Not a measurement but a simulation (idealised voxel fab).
Module name: voxel released beams (process module)
The figure presents cross-section cut, which has a width of 255 nm and is divided into square cells with an edge length of 5 nm.
When this document writes out a cross-section, it uses a grid of square cells and lists it as bands, beginning at the top and moving down, with a band standing for one or more rows of cells. Each band's line starts with the height of the band's top and of its bottom, in nm. Then come its materials from left to right, each with its width in nm. One material with "everywhere" fills the band from edge to edge. "empty" is empty space. It should be noted that heights are counted from 0, beneath which the wafer as supplied is of one material throughout, and that the lowest band possesses no lower boundary but continues downward, as written in "from 0 down". A width such as "30 to 40" changes by the same amount from each row of cells to the next, from the band's top row to its bottom row. "all unchanged", as given for a step, is the statement that not any cell of the cross-section underwent a change during that step. Enclosed voids (no open way to top), threshold 8 cells or more, entry "Enclosed void entries", notation width x height at distance, distance from left edge, nm. after a step's settings: what the simulator itself notes on the step. overlay nm: how far to the right of its planned place the mask lay on this masked step (negative: to the left).
### Here's what the planned process steps look like
1. RECEIVE, material Si
2. CONFORMAL_DEP, material SiN, thk nm 10
3. DIRECTIONAL_DEP, material SiO2, thk nm 10
4. MASKED_ETCH, tone open, mask id ANCHOR, width nm 45, etch materials SiO2, depth nm 10, overlay nm 0
5. CONFORMAL_DEP, material TiN, thk nm 15
6. MASKED_ETCH, tone cover, mask id BEAM, width nm 120, etch materials TiN, depth nm 15, overlay nm 0
7. STRIP, etch materials SiO2
### The cross-section here shows the wafer as received, i.e. in its state after step 1
    from 0 down  Si everywhere
    Enclosed void entries: none
### The following cross-section depicts the wafer upon conclusion of the module. Processing commenced from the starting condition illustrated above and adhered to the plan illustrated above, save for one mistake in execution
    from 35 to 20  65 empty, 120 TiN, 70 empty
    from 20 to 10  SiN everywhere
    from 10 to 0  SiO2 everywhere
    from 0 down  Si everywhere
    Enclosed void entries: none
So what did we get wrong on this run? so 2 and 3 got swapped relative to the plan, each ran where the other was supposed to
